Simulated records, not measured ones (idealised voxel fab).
The following process module bears the name voxel released beams.
The cross-section on display is named cut; it measures 295 nm wide, and its cells are 5 nm squares.
Format of a cross-section: grid, square cells. Given as bands. Order: top down. Band: one or more rows of cells. What a band's entry tells you: where the top is and where the bottom is, as heights in nm, and after that what lies inside, material by material from left to right, each with its width in nm. Empty space is written as the word "air", and a single material marked with the word "all across" occupies the band from edge to edge. Ref level 0: as-received wafer is one material below here. Bottom band extends down with no lower bound ("0 nm and below"). A width such as "30..40" changes by the same amount from each row of cells to the next, from the band's top row to its bottom row. Step marked "nothing got changed"? Then no cell in the cross-section changed in it. "Unvented internal voids" enumerates empty spaces isolated from the top, with no open way to it, that contain at least 8 cells, giving each as width x height at distance from the left edge, all three in nm. Note: text after step settings on the step line = simulator remark on that step. For masked steps, "overlay nm" on the step line gives how far right of plan the mask actually lay; a minus sign means it lay to the left.
Steps in the process plan
1 RECEIVE: material Si
2 CONFORMAL_DEP: material SiN, thk nm 5
3 DIRECTIONAL_DEP: material SiO2, thk nm 15
4 PATTERN: tone open, mask id ANCHOR, material resist, width nm 25, thk nm 15, overlay nm 0
5 DIRECTIONAL_ETCH: etch materials SiO2, depth nm 15
6 STRIP: etch materials resist
7 CONFORMAL_DEP: material polySi, thk nm 15
8 DIRECTIONAL_DEP: material aC, thk nm 15
9 PATTERN: tone cover, mask id BEAM, material resist, width nm 110, thk nm 35, overlay nm 0
10 DIRECTIONAL_ETCH: etch materials aC, depth nm 15
11 STRIP: etch materials resist
12 DIRECTIONAL_ETCH: etch materials polySi, depth nm 15
13 STRIP: etch materials aC
14 STRIP: etch materials SiO2
Be aware that, although all wafers share a common starting state, the width nm at step 4 differs among them, and the plan displays the first wafer's value.
As received, i.e. after step 1: cross-section through the first of several wafers
0 nm and below | Si all across
Unvented internal voids: none
First of several wafers in cross-section at module end, following the final step, step 14
35 nm to 20 nm | air=90  polySi=110  air=95
20 nm to 5 nm | air=100  polySi=25  air=170
5 nm to 0 nm | SiN all across
0 nm and below | Si all across
Unvented internal voids: none
Cross-section, last wafer, module completion
35 nm to 20 nm | air=90  polySi=15  air=20  polySi=75  air=95
20 nm to 5 nm | air=90  polySi=50  air=155
5 nm to 0 nm | SiN all across
0 nm and below | Si all across
Unvented internal voids: none
Table: wafers, a row each; end-of-module cell change per material since receipt, gain (+), loss (-); then closed voids
width nm 25, +59 SiN, +81 polySi, Unvented internal voids: none
width nm 30, +59 SiN, +84 polySi, Unvented internal voids: none
width nm 35, +59 SiN, +84 polySi, Unvented internal voids: none
width nm 40, +59 SiN, +84 polySi, Unvented internal voids: none
width nm 45, +59 SiN, +84 polySi, Unvented internal voids: none
width nm 50, +59 SiN, +84 polySi, Unvented internal voids: none
